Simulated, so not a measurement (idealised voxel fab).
process module | voxel gate over fins
cross-section cut | 280 nm wide | cells 5 nm
A cross-section is a grid of square cells, given in bands from the top down. A band is one or more rows of cells.
Each band's line starts with the height of the band's top and of its bottom, in nm. Then come its materials from left to right, each with its width in nm. One material with "throughout" fills the band from edge to edge. "air" is empty space.
Height 0 is the level under which the wafer as received is all one material. The lowest band goes on downwards, as in "0 down".
A width such as "30 to 40" changes by the same amount from each row of cells to the next, from the band's top row to its bottom row.
"no change" after a step means that no cell of the cross-section changed.
closed voids: empty space of 8 cells or more with no open way to the top, each as width x height at its distance from the left edge, in nm
after a step's settings: what the simulator itself notes on the step
overlay nm, on a step with a mask: how far to the right of its planned place the mask lay; to the left if negative
plan
1 op RECEIVE | material Si
2 op CONFORMAL_DEP | material SiN | thk nm 5
3 op PATTERN | tone cover | mask id FINS | material resist | width nm 15 | pitch nm 45 | thk nm 20 | overlay nm 0
4 op DIRECTIONAL_ETCH | etch materials SiN | depth nm 5
5 op DIRECTIONAL_ETCH | etch materials Si | depth nm 30
6 op STRIP | etch materials resist
7 op FILL_DEP | material SiO2 | thk nm 5
8 op CMP | height nm 5
9 op SELECTIVE_ETCH | etch materials SiO2 | depth nm 15
10 op STRIP | etch materials SiN
11 op CONFORMAL_DEP | material HfO2 | thk nm 5
12 op CONFORMAL_DEP | material TiN | thk nm 5
13 op FILL_DEP | material W | thk nm 10
14 op CMP | height nm 15
15 op CONFORMAL_DEP | material SiCN | thk nm 5
as received, after step 1
  0 down: Si throughout
  closed voids: none
first wafer at the end, as planned
  20 to 15: SiCN throughout
  15 to 10: W throughout
  10 to 5: W 100 | TiN 35 | W 10 | TiN 35 | W 100
  5 to 0: W 100 | TiN 5 | HfO2 25 | TiN 5 | W 10 | TiN 5 | HfO2 25 | TiN 5 | W 100
  0 to -5: TiN 105 | HfO2 5 | Si 15 | HfO2 5 | TiN 20 | HfO2 5 | Si 15 | HfO2 5 | TiN 105
  -5 to -10: HfO2 110 | Si 15 | HfO2 30 | Si 15 | HfO2 110
  -10 to -30: SiO2 110 | Si 15 | SiO2 30 | Si 15 | SiO2 110
  -30 down: Si throughout
  closed voids: none
second wafer at the end: like start, like plan, one mistake
  30 to 15: SiCN throughout
  15 to 10: W throughout
  10 to 5: W 100 | TiN 35 | W 10 | TiN 35 | W 100
  5 to 0: W 100 | TiN 5 | HfO2 25 | TiN 5 | W 10 | TiN 5 | HfO2 25 | TiN 5 | W 100
  0 to -5: TiN 105 | HfO2 5 | Si 15 | HfO2 5 | TiN 20 | HfO2 5 | Si 15 | HfO2 5 | TiN 105
  -5 to -10: HfO2 110 | Si 15 | HfO2 30 | Si 15 | HfO2 110
  -10 to -30: SiO2 110 | Si 15 | SiO2 30 | Si 15 | SiO2 110
  -30 down: Si throughout
  closed voids: none
what went wrong: step 15 ran as: op CONFORMAL_DEP | material SiCN | thk nm 15
at the end the second wafer has, in cells: 112 more of SiCN
